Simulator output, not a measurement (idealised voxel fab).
process module | voxel trench capacitor
cross-section cut | 245 nm wide | cells 5 nm
A cross-section is a grid of square cells, given in bands from the top down. A band is one or more rows of cells.
Each band's line starts with the height of the band's top and of its bottom, in nm. Then come its materials from left to right, each with its width in nm. One material with "throughout" fills the band from edge to edge. "air" is empty space.
Height 0 is the level under which the wafer as received is all one material. The lowest band goes on downwards, as in "0 down".
A width such as "30 to 40" changes by the same amount from each row of cells to the next, from the band's top row to its bottom row.
"no change" after a step means that no cell of the cross-section changed.
closed voids: empty space of 8 cells or more with no open way to the top, each as width x height at its distance from the left edge, in nm
after a step's settings: what the simulator itself notes on the step
overlay nm, on a step with a mask: how far to the right of its planned place the mask lay; to the left if negative
plan
1 op RECEIVE | material Si
2 op CONFORMAL_DEP | material SiN | thk nm 5
3 op DIRECTIONAL_DEP | material aC | thk nm 15
4 op PATTERN | tone open | mask id TRENCH | material resist | width nm 15 | pitch nm 35 | thk nm 35 | overlay nm 0
5 op DIRECTIONAL_ETCH | etch materials aC | depth nm 15
6 op STRIP | etch materials resist
7 op DIRECTIONAL_ETCH | etch materials SiN | depth nm 5
8 op DIRECTIONAL_ETCH | etch materials Si | depth nm 35
9 op STRIP | etch materials aC
10 op CONFORMAL_DEP | material SiO2 | thk nm 5
11 op FILL_DEP | material polySi | thk nm 10
12 op CMP | height nm 5
as received, after step 1
  0 down: Si throughout
  closed voids: none
a wafer at the end: this start, this plan, one mistake
  20 to 10: polySi throughout
  10 to 5: SiO2 100 | polySi 5 | SiO2 30 | polySi 5 | SiO2 105
  5 to 0: SiN 95 | SiO2 5 | polySi 5 | SiO2 5 | SiN 20 | SiO2 5 | polySi 5 | SiO2 5 | SiN 100
  0 to -30: Si 95 | SiO2 5 | polySi 5 | SiO2 5 | Si 20 | SiO2 5 | polySi 5 | SiO2 5 | Si 100
  -30 to -35: Si 95 | SiO2 15 | Si 20 | SiO2 15 | Si 100
  -35 down: Si throughout
  closed voids: none
what went wrong: step 12 was left out
